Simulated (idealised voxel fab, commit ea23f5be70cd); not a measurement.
voxel air gaps: a process module
Pictured: cross-section cut, 280 nm wide, on a grid of 5 nm square cells.
Cross-section = grid of square cells, listed top down in bands; band = one or more rows. For a band, the entry starts with two heights in nm, that of the top and then that of the bottom, and carries on with the band's materials in order from left to right, each alongside its width in nm; the word "throughout" beside a single material means it fills the band edge to edge, and "blank" means empty space. Heights from 0 (as-received wafer is one material below). Bottom band endless downward, as "top 0, no bottom". It should be noted that a width expressed as "30 to 40" varies in equal increments from row to row of cells within the band, taking the value of the first number at the top row and that of the second number at the bottom row. Where the words "no alteration" appear for a step, the cross-section shows no cell changed by that step; every cell remained as before. So "Voids lacking openings" is basically the list of trapped voids: any empty space of 8 cells or more that can't reach the top through an opening. They're written width x height at distance, the distance being from the left edge, and it's all nm. On each step's line, the part that comes after the settings is the simulator's own comment on the step. Steps that use a mask can have "overlay nm" on their line. It says how far the mask sat to the right of where it was meant to be. Negative means to the left.

The steps planned for the process are as follows:
1 op RECEIVE | material Si
2 op CONFORMAL_DEP | material SiO2 | thk nm 10
3 op CONFORMAL_DEP | material SiCN | thk nm 5
4 op DIRECTIONAL_DEP | material SiO2 | thk nm 35
5 op MASKED_ETCH | tone open | mask id LINES | width nm 25 | pitch nm 50 | etch materials SiO2 | depth nm 35 | overlay nm 0
6 op CONFORMAL_DEP | material TiN | thk nm 5
7 op FILL_DEP | material Cu | thk nm 10
8 op CMP | height nm 50
9 op EPI | material Ru | thk nm 10
10 op SELECTIVE_ETCH | etch materials SiO2 | depth nm 45
11 op CONFORMAL_DEP | material SiCN | thk nm 5

The first of two wafers, run as planned:

Here's what the wafer looked like in cross-section when it arrived - that's after step 1:
* top 0, no bottom | Si throughout
* Voids lacking openings: none

The wafer, seen in cross-section, after step 2:
* top 10, bottom 0 | SiO2 throughout
* Beneath the level 0, the cross-section is identical to its previous state.

The wafer, seen in cross-section, after step 3:
* top 15, bottom 10 | SiCN throughout
* Beneath the level 10, the cross-section is identical to its previous state.

The wafer, seen in cross-section, after step 4:
* top 50, bottom 15 | SiO2 throughout
* Beneath the level 15, the cross-section is identical to its previous state.

The wafer, seen in cross-section, after step 5:
* top 50, bottom 15 | SiO2 (50), blank (25), SiO2 (25), blank (25), SiO2 (25), blank (25), SiO2 (25), blank (25), SiO2 (55)
* Beneath the level 15, the cross-section is identical to its previous state.

The wafer, seen in cross-section, after step 6:
* top 55, bottom 50 | TiN (55), blank (15), TiN (35), blank (15), TiN (35), blank (15), TiN (35), blank (15), TiN (60)
* top 50, bottom 20 | SiO2 (50), TiN (5), blank (15), TiN (5), SiO2 (25), TiN (5), blank (15), TiN (5), SiO2 (25), TiN (5), blank (15), TiN (5), SiO2 (25), TiN (5), blank (15), TiN (5), SiO2 (55)
* top 20, bottom 15 | SiO2 (50), TiN (25), SiO2 (25), TiN (25), SiO2 (25), TiN (25), SiO2 (25), TiN (25), SiO2 (55)
* Beneath the level 15, the cross-section is identical to its previous state.

The wafer, seen in cross-section, after step 7:
* top 65, bottom 55 | Cu throughout
* top 55, bottom 50 | TiN (55), Cu (15), TiN (35), Cu (15), TiN (35), Cu (15), TiN (35), Cu (15), TiN (60)
* top 50, bottom 20 | SiO2 (50), TiN (5), Cu (15), TiN (5), SiO2 (25), TiN (5), Cu (15), TiN (5), SiO2 (25), TiN (5), Cu (15), TiN (5), SiO2 (25), TiN (5), Cu (15), TiN (5), SiO2 (55)
* Beneath the level 20, the cross-section is identical to its previous state.

The wafer, seen in cross-section, after step 8:
* top 50, bottom 20 | SiO2 (50), TiN (5), Cu (15), TiN (5), SiO2 (25), TiN (5), Cu (15), TiN (5), SiO2 (25), TiN (5), Cu (15), TiN (5), SiO2 (25), TiN (5), Cu (15), TiN (5), SiO2 (55)
* Beneath the level 20, the cross-section is identical to its previous state.

The wafer, seen in cross-section, after step 9:
* top 60, bottom 50 | blank (40), Ru (45), blank (5), Ru (45), blank (5), Ru (45), blank (5), Ru (45), blank (45)
* Beneath the level 50, the cross-section is identical to its previous state.

The wafer, seen in cross-section, after step 10:
* top 60, bottom 50 | blank (40), Ru (45), blank (5), Ru (45), blank (5), Ru (45), blank (5), Ru (45), blank (45)
* top 50, bottom 20 | blank (50), TiN (5), Cu (15), TiN (5), blank (25), TiN (5), Cu (15), TiN (5), blank (25), TiN (5), Cu (15), TiN (5), blank (25), TiN (5), Cu (15), TiN (5), blank (55)
* top 20, bottom 15 | blank (50), TiN (25), blank (25), TiN (25), blank (25), TiN (25), blank (25), TiN (25), blank (55)
* Beneath the level 15, the cross-section is identical to its previous state.

The wafer, seen in cross-section, after step 11:
* top 65, bottom 60 | blank (35), SiCN (205), blank (40)
* top 60, bottom 50 | blank (35), SiCN (5), Ru (45), SiCN (5), Ru (45), SiCN (5), Ru (45), SiCN (5), Ru (45), SiCN (5), blank (40)
* top 50, bottom 45 | blank (35), SiCN (15), TiN (5), Cu (15), TiN (5), SiCN (25), TiN (5), Cu (15), TiN (5), SiCN (25), TiN (5), Cu (15), TiN (5), SiCN (25), TiN (5), Cu (15), TiN (5), SiCN (15), blank (40)
* top 45, bottom 20 | blank (45), SiCN (5), TiN (5), Cu (15), TiN (5), SiCN (5), blank (15), SiCN (5), TiN (5), Cu (15), TiN (5), SiCN (5), blank (15), SiCN (5), TiN (5), Cu (15), TiN (5), SiCN (5), blank (15), SiCN (5), TiN (5), Cu (15), TiN (5), SiCN (5), blank (50)
* top 20, bottom 15 | SiCN (50), TiN (25), SiCN (25), TiN (25), SiCN (25), TiN (25), SiCN (25), TiN (25), SiCN (55)
* Beneath the level 15, the cross-section is identical to its previous state.
* Voids lacking openings: 15 x 25 at 80; 15 x 25 at 130; 15 x 25 at 180

Second wafer. Start and plan as for the first. One mistake made in running. Agrees with the first up to and including step 8:

when step 9 should have ended:
* top 70, bottom 50 | blank (30), Ru (215), blank (35)
* Beneath the level 50, the cross-section is identical to its previous state.

when step 10 should have ended:
* top 70, bottom 50 | blank (30), Ru (215), blank (35)
* top 50, bottom 20 | blank (50), TiN (5), Cu (15), TiN (5), SiO2 (25), TiN (5), Cu (15), TiN (5), SiO2 (25), TiN (5), Cu (15), TiN (5), SiO2 (25), TiN (5), Cu (15), TiN (5), blank (55)
* top 20, bottom 15 | blank (50), TiN (25), SiO2 (25), TiN (25), SiO2 (25), TiN (25), SiO2 (25), TiN (25), blank (55)
* Beneath the level 15, the cross-section is identical to its previous state.

when step 11 should have ended:
* top 75, bottom 70 | blank (25), SiCN (225), blank (30)
* top 70, bottom 50 | blank (25), SiCN (5), Ru (215), SiCN (5), blank (30)
* top 50, bottom 45 | blank (25), SiCN (25), TiN (5), Cu (15), TiN (5), SiO2 (25), TiN (5), Cu (15), TiN (5), SiO2 (25), TiN (5), Cu (15), TiN (5), SiO2 (25), TiN (5), Cu (15), TiN (5), SiCN (25), blank (30)
* top 45, bottom 20 | blank (45), SiCN (5), TiN (5), Cu (15), TiN (5), SiO2 (25), TiN (5), Cu (15), TiN (5), SiO2 (25), TiN (5), Cu (15), TiN (5), SiO2 (25), TiN (5), Cu (15), TiN (5), SiCN (5), blank (50)
* top 20, bottom 15 | SiCN (50), TiN (25), SiO2 (25), TiN (25), SiO2 (25), TiN (25), SiO2 (25), TiN (25), SiCN (55)
* Beneath the level 15, the cross-section is identical to its previous state.
Misprocessing identified: it should be noted that step 9 of the plan was executed twice
The final cell counts differ between the wafers, with the second having more or fewer of some materials than the first: Ru: 100 more | SiCN: 54 fewer | SiO2: 105 more
The final tally of closed voids stands at 3 on the first wafer and 0 on the second.
